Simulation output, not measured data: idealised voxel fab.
process module | voxel double patterning
cross-section cut | 210 nm wide | cells 5 nm
A cross-section is a grid of square cells, given in bands from the top down. A band is one or more rows of cells.
Each band's line starts with the height of the band's top and of its bottom, in nm. Then come its materials from left to right, each with its width in nm. One material with "throughout" fills the band from edge to edge. "air" is empty space.
Height 0 is the level under which the wafer as received is all one material. The lowest band goes on downwards, as in "0 down".
A width such as "30 to 40" changes by the same amount from each row of cells to the next, from the band's top row to its bottom row.
"no change" after a step means that no cell of the cross-section changed.
closed voids: empty space of 8 cells or more with no open way to the top, each as width x height at its distance from the left edge, in nm
after a step's settings: what the simulator itself notes on the step
overlay nm, on a step with a mask: how far to the right of its planned place the mask lay; to the left if negative
plan
1 op RECEIVE | material Si
2 op CONFORMAL_DEP | material SiO2 | thk nm 5
3 op DIRECTIONAL_DEP | material W | thk nm 10
4 op DIRECTIONAL_DEP | material SiN | thk nm 10
5 op MASKED_ETCH | tone open | mask id FIRST | width nm 15 | pitch nm 50 | etch materials SiN | depth nm 10 | overlay nm 0
6 op MASKED_ETCH | tone open | mask id SECOND | width nm 15 | etch materials SiN | depth nm 10 | overlay nm 0
7 op DIRECTIONAL_ETCH | etch materials W | depth nm 10
8 op STRIP | etch materials SiN
as received, after step 1
  0 down: Si throughout
  closed voids: none
first wafer at the end, as planned
  15 to 5: W 70 | air 15 | W 10 | air 15 | W 10 | air 15 | W 75
  5 to 0: SiO2 throughout
  0 down: Si throughout
  closed voids: none
second wafer at the end: like start, like plan, one mistake
  15 to 5: W 70 | air 15 | W 5 | air 25 | W 5 | air 15 | W 75
  5 to 0: SiO2 throughout
  0 down: Si throughout
  closed voids: none
what went wrong: step 6 ran as: op MASKED_ETCH | tone open | mask id SECOND | width nm 25 | etch materials SiN | depth nm 10 | overlay nm 0
at the end the second wafer has, in cells: 4 fewer of W
